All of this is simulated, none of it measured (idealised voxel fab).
process module | voxel gate over fins
cross-section cut | 265 nm wide | cells 5 nm
A cross-section is a grid of square cells, given in bands from the top down. A band is one or more rows of cells.
Each band's line starts with the height of the band's top and of its bottom, in nm. Then come its materials from left to right, each with its width in nm. One material with "throughout" fills the band from edge to edge. "air" is empty space.
Height 0 is the level under which the wafer as received is all one material. The lowest band goes on downwards, as in "0 down".
A width such as "30 to 40" changes by the same amount from each row of cells to the next, from the band's top row to its bottom row.
"no change" after a step means that no cell of the cross-section changed.
closed voids: empty space of 8 cells or more with no open way to the top, each as width x height at its distance from the left edge, in nm
after a step's settings: what the simulator itself notes on the step
overlay nm, on a step with a mask: how far to the right of its planned place the mask lay; to the left if negative
plan
1 op RECEIVE | material Si
2 op CONFORMAL_DEP | material SiN | thk nm 10
3 op DIRECTIONAL_DEP | material aC | thk nm 10
4 op PATTERN | tone cover | mask id FINS | material resist | width nm 15 | pitch nm 50 | thk nm 30 | overlay nm 0
5 op DIRECTIONAL_ETCH | etch materials aC | depth nm 10
6 op STRIP | etch materials resist
7 op DIRECTIONAL_ETCH | etch materials SiN | depth nm 10
8 op DIRECTIONAL_ETCH | etch materials Si | depth nm 30
9 op STRIP | etch materials aC
10 op FILL_DEP | material SiO2 | thk nm 10
11 op CMP | height nm 10
12 op PATTERN | tone open | mask id RAIL | material resist | width nm 15 | thk nm 20 | overlay nm 0
13 op DIRECTIONAL_ETCH | etch materials SiO2 | depth nm 35
14 op STRIP | etch materials resist
15 op CONFORMAL_DEP | material TiN | thk nm 5
16 op FILL_DEP | material W | thk nm 10
17 op CMP | height nm 10
18 op SELECTIVE_ETCH | etch materials W Ru TiN | depth nm 25
19 op FILL_DEP | material SiO2 | thk nm 5
20 op CMP | height nm 10
21 op SELECTIVE_ETCH | etch materials SiO2 | depth nm 20
22 op STRIP | etch materials SiN
23 op CONFORMAL_DEP | material HfO2 | thk nm 5
24 op CONFORMAL_DEP | material TiN | thk nm 5
25 op FILL_DEP | material W | thk nm 15
26 op CMP | height nm 20
27 op CONFORMAL_DEP | material SiCN | thk nm 5
as received, after step 1
  0 down: Si throughout
  closed voids: none
a wafer at the end: this start, this plan, one mistake
  25 to 20: SiCN throughout
  20 to 10: W throughout
  10 to 5: TiN throughout
  5 to 0: HfO2 throughout
  0 to -15: SiO2 100 | Si 15 | SiO2 35 | Si 15 | SiO2 100
  -15 to -20: SiO2 100 | Si 15 | SiO2 10 | TiN 5 | W 5 | TiN 5 | SiO2 10 | Si 15 | SiO2 100
  -20 to -25: SiO2 100 | Si 15 | SiO2 10 | TiN 15 | SiO2 10 | Si 15 | SiO2 100
  -25 to -30: SiO2 100 | Si 15 | SiO2 35 | Si 15 | SiO2 100
  -30 down: Si throughout
  closed voids: none
what went wrong: step 21 ran as: op SELECTIVE_ETCH | etch materials SiO2 | depth nm 10
